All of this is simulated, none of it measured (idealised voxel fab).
Process module heading - voxel trench capacitor
The figure presents cross-section cut, which has a width of 255 nm and is divided into square cells with an edge length of 5 nm.
Cross-section spec: square-cell grid; bands listed top down; each band is one or more rows. Top, bottom (nm), then materials left to right with widths (nm); lone material tagged "all across" fills the whole band edge to edge; "empty" = empty space. Height reference: 0 = level under which incoming wafer is all one material. Lowest band: no bottom, runs on downward, e.g. "0 nm and below". When a width is written as two numbers, as in "30->40", the first number is the width in the top row of cells of the band and the second is the width in its bottom row, and the width changes by the same amount from each row to the next. The cross-section has no changed cell in any step marked "no change occurred". Each empty space that has no open way to the top and spans at least 8 cells appears under "Unvented internal voids" as width x height at distance, the distance counted from the left edge, all in nm. On each step's line, the part that comes after the settings is the simulator's own comment on the step. What "overlay nm" on a step's line means: if the step has a mask, that mask lay this far to the right of its planned place, or, when the value is negative, to the left.
Listed below are the process steps as planned
1,RECEIVE (material Si)
2,CONFORMAL_DEP (material SiN; thk nm 5)
3,PATTERN (tone open; mask id TRENCH; material resist; width nm 15; pitch nm 50; thk nm 20; overlay nm 0)
4,DIRECTIONAL_ETCH (etch materials SiN; depth nm 5)
5,DIRECTIONAL_ETCH (etch materials Si; depth nm 30)
6,STRIP (etch materials resist)
7,CONFORMAL_DEP (material HfO2; thk nm 5)
8,CONFORMAL_DEP (material TiN; thk nm 5)
9,FILL_DEP (material W; thk nm 10)
10,CMP (height nm 5)
For this document, wafers share an identical start and vary in the step 3 width nm; the plan quotes the first wafer's value.
first wafer as received, after step 1
> 0 nm and below: Si all across
> Unvented internal voids: none
End of module: cross-section of the first of several wafers after step 10, the last step
> 5 nm to 0 nm: SiN (70), then HfO2 (5), then TiN (5), then HfO2 (5), then SiN (35), then HfO2 (5), then TiN (5), then HfO2 (5), then SiN (35), then HfO2 (5), then TiN (5), then HfO2 (5), then SiN (70)
> 0 nm to -25 nm: Si (70), then HfO2 (5), then TiN (5), then HfO2 (5), then Si (35), then HfO2 (5), then TiN (5), then HfO2 (5), then Si (35), then HfO2 (5), then TiN (5), then HfO2 (5), then Si (70)
> -25 nm to -30 nm: Si (70), then HfO2 (15), then Si (35), then HfO2 (15), then Si (35), then HfO2 (15), then Si (70)
> -30 nm and below: Si all across
> Unvented internal voids: none
At the end of the module, the last of several wafers in cross-section
> 5 nm to 0 nm: SiN (60), then HfO2 (5), then TiN (5), then W (15), then TiN (5), then HfO2 (5), then SiN (15), then HfO2 (5), then TiN (5), then W (15), then TiN (5), then HfO2 (5), then SiN (15), then HfO2 (5), then TiN (5), then W (15), then TiN (5), then HfO2 (5), then SiN (60)
> 0 nm to -20 nm: Si (60), then HfO2 (5), then TiN (5), then W (15), then TiN (5), then HfO2 (5), then Si (15), then HfO2 (5), then TiN (5), then W (15), then TiN (5), then HfO2 (5), then Si (15), then HfO2 (5), then TiN (5), then W (15), then TiN (5), then HfO2 (5), then Si (60)
> -20 nm to -25 nm: Si (60), then HfO2 (5), then TiN (25), then HfO2 (5), then Si (15), then HfO2 (5), then TiN (25), then HfO2 (5), then Si (15), then HfO2 (5), then TiN (25), then HfO2 (5), then Si (60)
> -25 nm to -30 nm: Si (60), then HfO2 (35), then Si (15), then HfO2 (35), then Si (15), then HfO2 (35), then Si (60)
> -30 nm and below: Si all across
> Unvented internal voids: none
Per-wafer rows below. For each material: cells gained (+) or lost (-) since the wafer was received, as of end of module. Then: closed voids
width nm 15 | +45 HfO2 | -54 Si | +42 SiN | +18 TiN | Unvented internal voids: none
width nm 20 | +48 HfO2 | -72 Si | +39 SiN | +36 TiN | Unvented internal voids: none
width nm 25 | +51 HfO2 | -90 Si | +36 SiN | +39 TiN | +15 W | Unvented internal voids: none
width nm 30 | +54 HfO2 | -108 Si | +33 SiN | +42 TiN | +30 W | Unvented internal voids: none
width nm 35 | +57 HfO2 | -126 Si | +30 SiN | +45 TiN | +45 W | Unvented internal voids: none
